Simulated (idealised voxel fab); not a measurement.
A process module follows: voxel local oxidation.
This is section cut - it's 150 nm across, gridded in 5 nm square cells.
Cross-sections here: square-cell grids, written as top-down lists of bands, a band being one or more rows of cells. For a band, the entry starts with two heights in nm, that of the top and then that of the bottom, and carries on with the band's materials in order from left to right, each alongside its width in nm; the word "all across" beside a single material means it fills the band edge to edge, and "empty" means empty space. The reference from which all heights are counted is 0, the level beneath which the as-received wafer is entirely one material; the lowest band, having no lower bound, proceeds downward and is written after the example "top 0, no bottom". A width such as "30..40" changes by the same amount from each row of cells to the next, from the band's top row to its bottom row. For the purposes of this document, the phrase "remained unchanged" attached to a step denotes that no cell within the cross-section was modified by that step. Enclosed voids (no open way to top), threshold 8 cells or more, entry "Enclosed voids", notation width x height at distance, distance from left edge, nm. Heads up: the bit after the settings on a step's line is the simulator's remark on that step. overlay nm, on a step with a mask: how far to the right of its planned place the mask lay; to the left if negative.
PLANNED STEP LIST FOR THE PROCESS
1 RECEIVE: material Si
2 CONFORMAL_DEP: material SiO2, thk nm 5
3 CONFORMAL_DEP: material SiN, thk nm 10
4 MASKED_ETCH: tone cover, mask id ACTIVE, width nm 80, etch materials SiN, depth nm 10, overlay nm 0
5 SELECTIVE_ETCH: etch materials SiO2, depth nm 5
6 OXIDIZE: depth nm 15
7 STRIP: etch materials SiN
For this document, wafers share an identical start and vary in the step 4 width nm; the plan quotes the first wafer's value.
FIRST WAFER OF SEVERAL, AS RECEIVED: CROSS-SECTION AFTER STEP 1
    top 0, no bottom: Si all across
    Enclosed voids: none
LAST STEP OF THE MODULE IS STEP 7; AFTER IT, THE FIRST OF SEVERAL WAFERS IN CROSS-SECTION
    top 5, bottom 0: empty 40 nm | SiO2 70 nm | empty 40 nm
    top 0, bottom -15: SiO2 55 nm | Si 40 nm | SiO2 55 nm
    top -15, no bottom: Si all across
    Enclosed voids: none
SECTIONAL VIEW OF THE LAST WAFER UPON COMPLETION OF THE MODULE
    top 5, bottom 0: empty 30 nm | SiO2 95 nm | empty 25 nm
    top 0, bottom -15: SiO2 45 nm | Si 65 nm | SiO2 40 nm
    top -15, no bottom: Si all across
    Enclosed voids: none
QUICK KEY FOR THE TABLE: A ROW PER WAFER, TAKEN AT THE END OF THE MODULE. FOR EACH MATERIAL IT TELLS YOU HOW MANY CELLS THE WAFER GAINED (+) OR LOST (-) SINCE IT CAME IN, AND THE CLOSED VOIDS COME AFTER
width nm 80 | -66 Si | +80 SiO2 | Enclosed voids: none
width nm 85 | -63 Si | +78 SiO2 | Enclosed voids: none
width nm 90 | -60 Si | +76 SiO2 | Enclosed voids: none
width nm 95 | -57 Si | +74 SiO2 | Enclosed voids: none
width nm 100 | -54 Si | +72 SiO2 | Enclosed voids: none
width nm 105 | -51 Si | +70 SiO2 | Enclosed voids: none
